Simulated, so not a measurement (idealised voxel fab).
Name of the process module below: voxel tone inversion
For reference, the cross-section in this document is cut, with width 195 nm and square cells of 5 nm.
In what follows, cross-sections appear as grids of square cells, described through bands that run from the top down, where every band is one or more rows of cells.
Quick guide to a band line: top height, bottom height (nm) up front; then every material left to right with its width in nm. Only one material and it's marked "edge to edge"? Then it fills the band edge to edge. And "empty" just means empty space.
It should be noted that heights are counted from 0, beneath which the wafer as supplied is of one material throughout, and that the lowest band possesses no lower boundary but continues downward, as written in "from 0 down".
The notation "30..40" denotes a width that varies across the rows of cells in the band, beginning at the first number in the top row, finishing at the second number in the bottom row, and changing by an identical amount from each row to the next.
It should be understood that the words "no modification", when stated for a given step, signify that the cross-section underwent no change in any of its cells during that step.
Empty spaces counting at least 8 cells and having no open way to the top are listed in "Cavities, sealed". The notation width x height at distance is used for each, the distance being from the left edge and all three values in nm.
If you see something after the settings on a step's line, that's the simulator's own remark about that step.
"overlay nm" denotes, for a step that has a mask, the displacement of the mask to the right of its planned place, with negative values corresponding to the left.

[Set out below are the planned steps of the process]
1. op RECEIVE | material Si
2. op CONFORMAL_DEP | material SiCN | thk nm 10
3. op DIRECTIONAL_DEP | material polySi | thk nm 15
4. op PATTERN | tone cover | mask id POSTS | material resist | width nm 20 | pitch nm 35 | thk nm 25 | overlay nm -15
5. op DIRECTIONAL_ETCH | etch materials polySi | depth nm 15
6. op STRIP | etch materials resist
7. op FILL_DEP | material SiO2 | thk nm 5
8. op CMP | height nm 25
9. op STRIP | etch materials polySi
10. op CONFORMAL_DEP | material TiN | thk nm 5
11. op FILL_DEP | material Cu | thk nm 5
12. op CMP | height nm 25
13. op CONFORMAL_DEP | material SiCN | thk nm 5
It is noted that the wafers described herein are identical at the outset and are distinguished by the overlay nm of step 4; the value stated in the plan corresponds to the first wafer.

[Cross-section, first of several wafers, as delivered after step 1]
from 0 down  Si edge to edge
Cavities, sealed: none

[Take any row and you have a wafer at the end of the module: how many cells of each material it has gained (+) or lost (-) since it was received, and then its closed voids]
overlay nm -15 | +16 Cu | +117 SiCN | +69 SiO2 | +32 TiN | Cavities, sealed: none
overlay nm -10 | +16 Cu | +117 SiCN | +69 SiO2 | +32 TiN | Cavities, sealed: none
overlay nm -5 | +16 Cu | +117 SiCN | +69 SiO2 | +32 TiN | Cavities, sealed: none
overlay nm 0 | +16 Cu | +117 SiCN | +69 SiO2 | +32 TiN | Cavities, sealed: none
overlay nm 5 | +16 Cu | +117 SiCN | +69 SiO2 | +32 TiN | Cavities, sealed: none
overlay nm 10 | +16 Cu | +117 SiCN | +69 SiO2 | +32 TiN | Cavities, sealed: none
overlay nm 15 | +16 Cu | +117 SiCN | +69 SiO2 | +32 TiN | Cavities, sealed: none
